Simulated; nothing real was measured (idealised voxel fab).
process module | voxel wiring stack
cross-section cut | 185 nm wide | cells 5 nm
A cross-section is a grid of square cells, given in bands from the top down. A band is one or more rows of cells.
Each band's line starts with the height of the band's top and of its bottom, in nm. Then come its materials from left to right, each with its width in nm. One material with "throughout" fills the band from edge to edge. "air" is empty space.
Height 0 is the level under which the wafer as received is all one material. The lowest band goes on downwards, as in "0 down".
A width such as "30 to 40" changes by the same amount from each row of cells to the next, from the band's top row to its bottom row.
"no change" after a step means that no cell of the cross-section changed.
closed voids: empty space of 8 cells or more with no open way to the top, each as width x height at its distance from the left edge, in nm
after a step's settings: what the simulator itself notes on the step
overlay nm, on a step with a mask: how far to the right of its planned place the mask lay; to the left if negative
plan
1 op RECEIVE | material Si
2 op CONFORMAL_DEP | material SiO2 | thk nm 15
3 op CONFORMAL_DEP | material SiN | thk nm 5
4 op DIRECTIONAL_DEP | material lowk | thk nm 20
5 op PATTERN | tone open | mask id METAL_1 | material resist | width nm 20 | pitch nm 45 | thk nm 20 | overlay nm 0
6 op DIRECTIONAL_ETCH | etch materials lowk | depth nm 20
7 op DIRECTIONAL_ETCH | etch materials SiN | depth nm 5
8 op STRIP | etch materials resist
9 op CONFORMAL_DEP | material TiN | thk nm 5
10 op FILL_DEP | material Cu | thk nm 10
11 op CMP | height nm 40
12 op EPI | material Ru | thk nm 5
13 op FILL_DEP | material SiCN | thk nm 5
14 op DIRECTIONAL_DEP | material lowk | thk nm 20
15 op MASKED_ETCH | tone open | mask id PLUG_1 | width nm 15 | pitch nm 90 | etch materials lowk | depth nm 20 | overlay nm -15
16 op MASKED_ETCH | tone open | mask id PLUG_1 | width nm 15 | pitch nm 90 | etch materials SiCN | depth nm 5 | overlay nm 0
17 op CONFORMAL_DEP | material TiN | thk nm 5
18 op FILL_DEP | material W | thk nm 5
19 op CMP | height nm 70
20 op DIRECTIONAL_DEP | material TiN | thk nm 5
21 op DIRECTIONAL_DEP | material Ru | thk nm 25
22 op DIRECTIONAL_DEP | material aC | thk nm 10
23 op PATTERN | tone cover | mask id METAL_2 | material resist | width nm 20 | pitch nm 45 | thk nm 30 | overlay nm 0
24 op DIRECTIONAL_ETCH | etch materials aC | depth nm 10
25 op STRIP | etch materials resist
26 op DIRECTIONAL_ETCH | etch materials Ru | depth nm 25
27 op DIRECTIONAL_ETCH | etch materials TiN | depth nm 5
28 op STRIP | etch materials aC
29 op FILL_DEP | material SiO2 | thk nm 10
30 op CMP | height nm 100
31 op CONFORMAL_DEP | material SiCN | thk nm 5
varied across the wafers: overlay nm of step 15. The plan shows the first wafer's value. All wafers start alike
first wafer as received, after step 1
  0 down: Si throughout
  closed voids: none
first wafer at the end, after step 31
  105 to 100: SiCN throughout
  100 to 75: SiO2 35 | Ru 20 | SiO2 25 | Ru 20 | SiO2 25 | Ru 20 | SiO2 40
  75 to 70: SiO2 35 | TiN 20 | SiO2 25 | TiN 20 | SiO2 25 | TiN 20 | SiO2 40
  70 to 55: lowk 20 | TiN 5 | W 5 | TiN 5 | lowk 75 | TiN 5 | W 5 | TiN 5 | lowk 60
  55 to 50: lowk 20 | TiN 15 | lowk 75 | TiN 15 | lowk 60
  50 to 45: SiCN throughout
  45 to 40: SiCN 30 | Ru 30 | SiCN 15 | Ru 30 | SiCN 15 | Ru 30 | SiCN 35
  40 to 20: lowk 35 | TiN 5 | Cu 10 | TiN 5 | lowk 25 | TiN 5 | Cu 10 | TiN 5 | lowk 25 | TiN 5 | Cu 10 | TiN 5 | lowk 40
  20 to 15: SiN 35 | TiN 20 | SiN 25 | TiN 20 | SiN 25 | TiN 20 | SiN 40
  15 to 0: SiO2 throughout
  0 down: Si throughout
  closed voids: none
last wafer at the end
  105 to 100: SiCN throughout
  100 to 75: SiO2 35 | Ru 20 | SiO2 25 | Ru 20 | SiO2 25 | Ru 20 | SiO2 40
  75 to 70: SiO2 35 | TiN 20 | SiO2 25 | TiN 20 | SiO2 25 | TiN 20 | SiO2 40
  70 to 55: lowk 50 | TiN 5 | W 5 | TiN 5 | lowk 75 | TiN 5 | W 5 | TiN 5 | lowk 30
  55 to 50: lowk 50 | TiN 15 | lowk 75 | TiN 15 | lowk 30
  50 to 45: SiCN throughout
  45 to 40: SiCN 30 | Ru 30 | SiCN 15 | Ru 30 | SiCN 15 | Ru 30 | SiCN 35
  40 to 20: lowk 35 | TiN 5 | Cu 10 | TiN 5 | lowk 25 | TiN 5 | Cu 10 | TiN 5 | lowk 25 | TiN 5 | Cu 10 | TiN 5 | lowk 40
  20 to 15: SiN 35 | TiN 20 | SiN 25 | TiN 20 | SiN 25 | TiN 20 | SiN 40
  15 to 0: SiO2 throughout
  0 down: Si throughout
  closed voids: none
each wafer at the end: cells of each material gained (+) or lost (-) since it was received, then its closed voids
overlay nm -15 | +24 Cu | +78 Ru | +93 SiCN | +25 SiN | +261 SiO2 | +66 TiN | +6 W | +224 lowk | closed voids: none
overlay nm -10 | +24 Cu | +78 Ru | +91 SiCN | +25 SiN | +261 SiO2 | +68 TiN | +6 W | +224 lowk | closed voids: none
overlay nm -5 | +24 Cu | +78 Ru | +89 SiCN | +25 SiN | +261 SiO2 | +70 TiN | +6 W | +224 lowk | closed voids: none
overlay nm 0 | +24 Cu | +78 Ru | +87 SiCN | +25 SiN | +261 SiO2 | +70 TiN | +8 W | +224 lowk | closed voids: none
overlay nm 5 | +24 Cu | +78 Ru | +89 SiCN | +25 SiN | +261 SiO2 | +70 TiN | +6 W | +224 lowk | closed voids: none
overlay nm 10 | +24 Cu | +78 Ru | +91 SiCN | +25 SiN | +261 SiO2 | +68 TiN | +6 W | +224 lowk | closed voids: none
overlay nm 15 | +24 Cu | +78 Ru | +93 SiCN | +25 SiN | +261 SiO2 | +66 TiN | +6 W | +224 lowk | closed voids: none
